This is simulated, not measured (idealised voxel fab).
Process module name: voxel wiring stack
Displayed cross-section: cut, width of 290 nm, square cells sized 5 nm.
Just so we're on the same page, the cross-sections are grids of square cells, and they're listed out in bands top to bottom, each band one or more rows deep. Per band: top height and bottom height in nm, followed by the left-to-right materials and their widths in nm; "throughout" marks a single material spanning edge to edge, "empty" marks empty space. Beneath 0, the wafer as received is one material, and that level is where height counting begins. The lowest band goes on downward without a bottom; it is written like "0 and below". A two-number width, for instance "30->40", indicates that the width is equal to the first number in the top row of the band and to the second number in the bottom row, and that it changes by a constant amount per row of cells. The cross-section has no changed cell in any step marked "no alterations made". Reported under the label "Closed empty spaces" are the empty spaces having no open way to the top and comprising 8 cells or more; the notation for each is width x height at distance, in which the distance is measured from the left edge and all three values are in nm. What comes after the settings on a step's line is commentary from the simulator itself on that step. On any step carrying a mask, the "overlay nm" setting, if present on the step's line, tells how far right of its planned place the mask lay; negative values point to the left.

## Process steps - plan
1. RECEIVE | material Si
2. CONFORMAL_DEP | material SiO2 | thk nm 15
3. DIRECTIONAL_DEP | material TiN | thk nm 5
4. DIRECTIONAL_DEP | material W | thk nm 15
5. DIRECTIONAL_DEP | material aC | thk nm 10
6. PATTERN | tone cover | mask id METAL_1 | material resist | width nm 25 | pitch nm 50 | thk nm 25 | overlay nm 0
7. DIRECTIONAL_ETCH | etch materials aC | depth nm 10
8. STRIP | etch materials resist
9. DIRECTIONAL_ETCH | etch materials W | depth nm 15
10. DIRECTIONAL_ETCH | etch materials TiN | depth nm 5
11. STRIP | etch materials aC
12. FILL_DEP | material SiO2 | thk nm 5
13. CMP | height nm 35
14. CONFORMAL_DEP | material SiCN | thk nm 5
15. DIRECTIONAL_DEP | material SiO2 | thk nm 20
16. MASKED_ETCH | tone open | mask id PLUG_1 | width nm 15 | etch materials SiO2 | depth nm 20 | overlay nm 0
17. MASKED_ETCH | tone open | mask id PLUG_1 | width nm 15 | etch materials SiCN | depth nm 5 | overlay nm 0
18. EPI | material Ru | thk nm 10
19. EPI | material Ru | thk nm 10
20. EPI | material Ru | thk nm 5
21. CONFORMAL_DEP | material SiCN | thk nm 5
22. DIRECTIONAL_DEP | material lowk | thk nm 25
23. PATTERN | tone open | mask id METAL_2 | material resist | width nm 25 | pitch nm 50 | thk nm 20 | overlay nm 0
24. DIRECTIONAL_ETCH | etch materials lowk | depth nm 25
25. DIRECTIONAL_ETCH | etch materials SiCN | depth nm 5
26. STRIP | etch materials resist
27. CONFORMAL_DEP | material TiN | thk nm 5
28. FILL_DEP | material Ru | thk nm 5
29. CMP | height nm 90
30. EPI | material Ru | thk nm 5
31. FILL_DEP | material SiCN | thk nm 5
32. DIRECTIONAL_DEP | material SiO2 | thk nm 20
33. DIRECTIONAL_DEP | material aC | thk nm 10
34. PATTERN | tone open | mask id PLUG_2 | material resist | width nm 15 | pitch nm 50 | thk nm 25 | overlay nm 0
35. DIRECTIONAL_ETCH | etch materials aC | depth nm 10
36. STRIP | etch materials resist
37. DIRECTIONAL_ETCH | etch materials SiO2 | depth nm 20
38. DIRECTIONAL_ETCH | etch materials SiCN | depth nm 5
39. STRIP | etch materials aC
40. EPI | material Ru | thk nm 10
41. EPI | material Ru | thk nm 10
42. EPI | material Ru | thk nm 5
43. CONFORMAL_DEP | material SiCN | thk nm 5
44. DIRECTIONAL_DEP | material SiO2 | thk nm 25
45. DIRECTIONAL_DEP | material aC | thk nm 15
46. PATTERN | tone open | mask id METAL_3 | material resist | width nm 25 | pitch nm 50 | thk nm 35 | overlay nm 0
47. DIRECTIONAL_ETCH | etch materials aC | depth nm 15
48. STRIP | etch materials resist
49. DIRECTIONAL_ETCH | etch materials SiO2 | depth nm 25
50. DIRECTIONAL_ETCH | etch materials SiCN | depth nm 5
51. STRIP | etch materials aC
52. CONFORMAL_DEP | material TiN | thk nm 5
53. FILL_DEP | material Cu | thk nm 5
54. CMP | height nm 150
55. CONFORMAL_DEP | material SiN | thk nm 5

## Delivered wafer in cross-section: state after step 1
* 0 and below = Si throughout
* Closed empty spaces: none

## First wafer of two, sectioned at end of module; run went per plan
* 155 down to 150 = SiN throughout
* 150 down to 125 = SiO2 105 nm, then TiN 5 nm, then Cu 15 nm, then TiN 5 nm, then SiO2 25 nm, then TiN 5 nm, then Cu 15 nm, then TiN 5 nm, then SiO2 110 nm
* 125 down to 120 = SiCN 105 nm, then TiN 25 nm, then SiCN 25 nm, then TiN 25 nm, then SiCN 110 nm
* 120 down to 100 = SiO2 105 nm, then Ru 15 nm, then SiO2 35 nm, then Ru 15 nm, then SiO2 120 nm
* 100 down to 90 = SiCN 105->100 nm, then Ru 15->35 nm, then SiCN 35->15 nm, then Ru 15->35 nm, then SiCN 120->105 nm
* 90 down to 65 = lowk 105 nm, then TiN 5 nm, then Ru 15 nm, then TiN 5 nm, then lowk 25 nm, then TiN 5 nm, then Ru 15 nm, then TiN 5 nm, then lowk 110 nm
* 65 down to 60 = SiCN 105 nm, then TiN 25 nm, then SiCN 25 nm, then TiN 25 nm, then SiCN 110 nm
* 60 down to 40 = SiO2 105 nm, then Ru 15 nm, then SiO2 170 nm
* 40 down to 35 = SiCN 105 nm, then Ru 15 nm, then SiCN 170 nm
* 35 down to 20 = SiO2 105 nm, then W 25 nm, then SiO2 25 nm, then W 25 nm, then SiO2 110 nm
* 20 down to 15 = SiO2 105 nm, then TiN 25 nm, then SiO2 25 nm, then TiN 25 nm, then SiO2 110 nm
* 15 down to 0 = SiO2 throughout
* 0 and below = Si throughout
* Closed empty spaces: none

## Second wafer cross-section at end of module - shared start and plan with the first, one mistake in the run
* 155 down to 150 = SiN throughout
* 150 down to 125 = SiO2 105 nm, then TiN 5 nm, then Cu 15 nm, then TiN 5 nm, then SiO2 25 nm, then TiN 5 nm, then Cu 15 nm, then TiN 5 nm, then SiO2 110 nm
* 125 down to 120 = SiCN 105 nm, then TiN 25 nm, then SiCN 25 nm, then TiN 25 nm, then SiCN 110 nm
* 120 down to 100 = SiO2 105 nm, then Ru 15 nm, then SiO2 35 nm, then Ru 15 nm, then SiO2 120 nm
* 100 down to 90 = SiCN 105->100 nm, then Ru 15->35 nm, then SiCN 35->15 nm, then Ru 15->35 nm, then SiCN 120->105 nm
* 90 down to 65 = lowk 105 nm, then TiN 5 nm, then Ru 15 nm, then TiN 5 nm, then lowk 25 nm, then TiN 5 nm, then Ru 15 nm, then TiN 5 nm, then lowk 110 nm
* 65 down to 60 = SiCN 105 nm, then TiN 25 nm, then SiCN 25 nm, then TiN 25 nm, then SiCN 110 nm
* 60 down to 40 = SiO2 105 nm, then SiCN 5 nm, then TiN 5 nm, then SiCN 5 nm, then SiO2 170 nm
* 40 down to 35 = SiCN 110 nm, then TiN 5 nm, then SiCN 175 nm
* 35 down to 20 = W 105 nm, then SiO2 25 nm, then W 25 nm, then SiO2 25 nm, then W 110 nm
* 20 down to 15 = TiN 105 nm, then SiO2 25 nm, then TiN 25 nm, then SiO2 25 nm, then TiN 110 nm
* 15 down to 0 = SiO2 throughout
* 0 and below = Si throughout
* Closed empty spaces: none
Against the plan, the run slipped here: step 6 changed vs plan, executed as PATTERN | tone open | mask id METAL_1 | material resist | width nm 25 | pitch nm 50 | thk nm 25 | overlay nm 0
Final comparison by cell count, materials where the second wafer has more or fewer than the first: 15 fewer of Ru; 10 more of SiCN; 152 fewer of SiO2; 43 more of TiN; 114 more of W
